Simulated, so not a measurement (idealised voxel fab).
Process module under the name voxel tone inversion
Shown is cross-section cut, with a width of 225 nm and square cells of size 5 nm.
Format of a cross-section: grid, square cells. Given as bands. Order: top down. Band: one or more rows of cells.
This entry defines a band. It first specifies the height of the band's top and the height of its bottom in nm, and then specifies the band's materials from left to right, stating each material with its width in nm. The word "throughout" identifies a single material that fills the band from edge to edge, while the word "empty" identifies empty space.
The reference from which all heights are counted is 0, the level beneath which the as-received wafer is entirely one material; the lowest band, having no lower bound, proceeds downward and is written after the example "0 down".
The width entry "30..40" should be interpreted row by row: the top row of cells in the band takes the first number, the bottom row takes the second number, and the change between adjacent rows is uniform throughout.
Key: "nothing was modified" - step with no changed cell in the cross-section.
Enclosed voids (no open way to top), threshold 8 cells or more, entry "Enclosed voids", notation width x height at distance, distance from left edge, nm.
Past the settings on a step's line: simulator remark, on that step.
Regarding "overlay nm": on a step with a mask, it is the distance the mask lay to the right of its planned place; a negative value places it to the left.

The planned process steps are enumerated hereunder:
1. RECEIVE, material Si
2. CONFORMAL_DEP, material SiCN, thk nm 10
3. DIRECTIONAL_DEP, material aC, thk nm 15
4. PATTERN, tone cover, mask id POSTS, material resist, width nm 20, pitch nm 40, thk nm 20, overlay nm 0
5. DIRECTIONAL_ETCH, etch materials aC, depth nm 15
6. STRIP, etch materials resist
7. FILL_DEP, material SiO2, thk nm 10
8. CMP, height nm 25
9. STRIP, etch materials aC
10. CONFORMAL_DEP, material TiN, thk nm 5
11. FILL_DEP, material W, thk nm 10
12. CMP, height nm 25
13. CONFORMAL_DEP, material SiN, thk nm 5

Cross-section of the wafer upon arrival, representing the state reached after step 1:
  0 down | Si throughout
  Enclosed voids: none

What the wafer looks like in cross-section after this module, when it starts as shown above and follows the plan above but one mistake is made in running it:
  30 to 25 | SiN throughout
  25 to 15 | 40 nm SiO2; 5 nm TiN; 15 nm W; 5 nm TiN; 15 nm SiO2; 5 nm TiN; 15 nm W; 5 nm TiN; 15 nm SiO2; 5 nm TiN; 15 nm W; 5 nm TiN; 15 nm SiO2; 5 nm TiN; 15 nm W; 5 nm TiN; 40 nm SiO2
  15 to 10 | 40 nm SiO2; 25 nm TiN; 15 nm SiO2; 25 nm TiN; 15 nm SiO2; 25 nm TiN; 15 nm SiO2; 25 nm TiN; 40 nm SiO2
  10 to 0 | SiCN throughout
  0 down | Si throughout
  Enclosed voids: none
Deviation noted in wafer processing: step 4 changed vs plan, executed as PATTERN, tone cover, mask id POSTS, material resist, width nm 25, pitch nm 40, thk nm 20, overlay nm 0
